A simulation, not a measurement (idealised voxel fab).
process module | voxel ribs on slabs
cross-section cut | 150 nm wide | cells 5 nm
A cross-section is a grid of square cells, given in bands from the top down. A band is one or more rows of cells.
Each band's line starts with the height of the band's top and of its bottom, in nm. Then come its materials from left to right, each with its width in nm. One material with "throughout" fills the band from edge to edge. "air" is empty space.
Height 0 is the level under which the wafer as received is all one material. The lowest band goes on downwards, as in "0 down".
A width such as "30 to 40" changes by the same amount from each row of cells to the next, from the band's top row to its bottom row.
"no change" after a step means that no cell of the cross-section changed.
closed voids: empty space of 8 cells or more with no open way to the top, each as width x height at its distance from the left edge, in nm
after a step's settings: what the simulator itself notes on the step
overlay nm, on a step with a mask: how far to the right of its planned place the mask lay; to the left if negative
plan
1 op RECEIVE | material Si
2 op DIRECTIONAL_DEP | material SiO2 | thk nm 25
3 op DIRECTIONAL_DEP | material polySi | thk nm 25
4 op MASKED_ETCH | tone cover | mask id RIB | width nm 20 | etch materials polySi | depth nm 5 | overlay nm 0
5 op MASKED_ETCH | tone cover | mask id SLAB | width nm 40 | etch materials polySi | depth nm 20 | overlay nm 0
6 op FILL_DEP | material SiO2 | thk nm 25
7 op CMP | height nm 65
8 op DIRECTIONAL_DEP | material W | thk nm 5
9 op DIRECTIONAL_DEP | material aC | thk nm 10
10 op PATTERN | tone cover | mask id HEATER | material resist | width nm 30 | thk nm 25 | overlay nm 0
11 op DIRECTIONAL_ETCH | etch materials aC | depth nm 10
12 op STRIP | etch materials resist
13 op DIRECTIONAL_ETCH | etch materials W | depth nm 5
14 op STRIP | etch materials aC
15 op CONFORMAL_DEP | material SiN | thk nm 5
varied across the wafers: width nm of step 5. The plan shows the first wafer's value. All wafers start alike
first wafer as received, after step 1
  0 down: Si throughout
  closed voids: none
first wafer at the end, after step 15
  75 to 70: air 55 | SiN 40 | air 55
  70 to 65: SiN 60 | W 30 | SiN 60
  65 to 50: SiO2 throughout
  50 to 45: SiO2 65 | polySi 20 | SiO2 65
  45 to 25: SiO2 55 | polySi 40 | SiO2 55
  25 to 0: SiO2 throughout
  0 down: Si throughout
  closed voids: none
last wafer at the end
  75 to 70: air 55 | SiN 40 | air 55
  70 to 65: SiN 60 | W 30 | SiN 60
  65 to 50: SiO2 throughout
  50 to 45: SiO2 65 | polySi 20 | SiO2 65
  45 to 25: SiO2 45 | polySi 65 | SiO2 40
  25 to 0: SiO2 throughout
  0 down: Si throughout
  closed voids: none
each wafer at the end: cells of each material gained (+) or lost (-) since it was received, then its closed voids
width nm 40 | +32 SiN | +354 SiO2 | +6 W | +36 polySi | closed voids: none
width nm 45 | +32 SiN | +350 SiO2 | +6 W | +40 polySi | closed voids: none
width nm 50 | +32 SiN | +346 SiO2 | +6 W | +44 polySi | closed voids: none
width nm 55 | +32 SiN | +342 SiO2 | +6 W | +48 polySi | closed voids: none
width nm 60 | +32 SiN | +338 SiO2 | +6 W | +52 polySi | closed voids: none
width nm 65 | +32 SiN | +334 SiO2 | +6 W | +56 polySi | closed voids: none
